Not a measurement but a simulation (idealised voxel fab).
process module | voxel air gaps
cross-section cut | 270 nm wide | cells 5 nm
A cross-section is a grid of square cells, given in bands from the top down. A band is one or more rows of cells.
Each band's line starts with the height of the band's top and of its bottom, in nm. Then come its materials from left to right, each with its width in nm. One material with "throughout" fills the band from edge to edge. "air" is empty space.
Height 0 is the level under which the wafer as received is all one material. The lowest band goes on downwards, as in "0 down".
A width such as "30 to 40" changes by the same amount from each row of cells to the next, from the band's top row to its bottom row.
"no change" after a step means that no cell of the cross-section changed.
closed voids: empty space of 8 cells or more with no open way to the top, each as width x height at its distance from the left edge, in nm
after a step's settings: what the simulator itself notes on the step
overlay nm, on a step with a mask: how far to the right of its planned place the mask lay; to the left if negative
plan
1 op RECEIVE | material Si
2 op CONFORMAL_DEP | material SiO2 | thk nm 10
3 op CONFORMAL_DEP | material SiN | thk nm 5
4 op DIRECTIONAL_DEP | material lowk | thk nm 30
5 op PATTERN | tone open | mask id LINES | material resist | width nm 20 | pitch nm 45 | thk nm 20 | overlay nm -15
6 op DIRECTIONAL_ETCH | etch materials lowk | depth nm 30
7 op STRIP | etch materials resist
8 op CONFORMAL_DEP | material TiN | thk nm 5
9 op FILL_DEP | material Ru | thk nm 10
10 op CMP | height nm 45
11 op EPI | material Ru | thk nm 10
12 op SELECTIVE_ETCH | etch materials lowk | depth nm 40
13 op CONFORMAL_DEP | material SiCN | thk nm 5
varied across the wafers: overlay nm of step 5. The plan shows the first wafer's value. All wafers start alike
first wafer as received, after step 1
  0 down: Si throughout
  closed voids: none
each wafer at the end: cells of each material gained (+) or lost (-) since it was received, then its closed voids
overlay nm -15 | +78 Ru | +118 SiCN | +54 SiN | +108 SiO2 | +42 TiN | closed voids: 15 x 20 at 90; 15 x 20 at 135
overlay nm -10 | +78 Ru | +118 SiCN | +54 SiN | +108 SiO2 | +42 TiN | closed voids: 15 x 20 at 95; 15 x 20 at 140
overlay nm -5 | +78 Ru | +118 SiCN | +54 SiN | +108 SiO2 | +42 TiN | closed voids: 15 x 20 at 100; 15 x 20 at 145
overlay nm 0 | +78 Ru | +118 SiCN | +54 SiN | +108 SiO2 | +42 TiN | closed voids: 15 x 20 at 105; 15 x 20 at 150
overlay nm 5 | +78 Ru | +118 SiCN | +54 SiN | +108 SiO2 | +42 TiN | closed voids: 15 x 20 at 110; 15 x 20 at 155
overlay nm 10 | +78 Ru | +118 SiCN | +54 SiN | +108 SiO2 | +42 TiN | closed voids: 15 x 20 at 115; 15 x 20 at 160
overlay nm 15 | +78 Ru | +118 SiCN | +54 SiN | +108 SiO2 | +42 TiN | closed voids: 15 x 20 at 120; 15 x 20 at 165
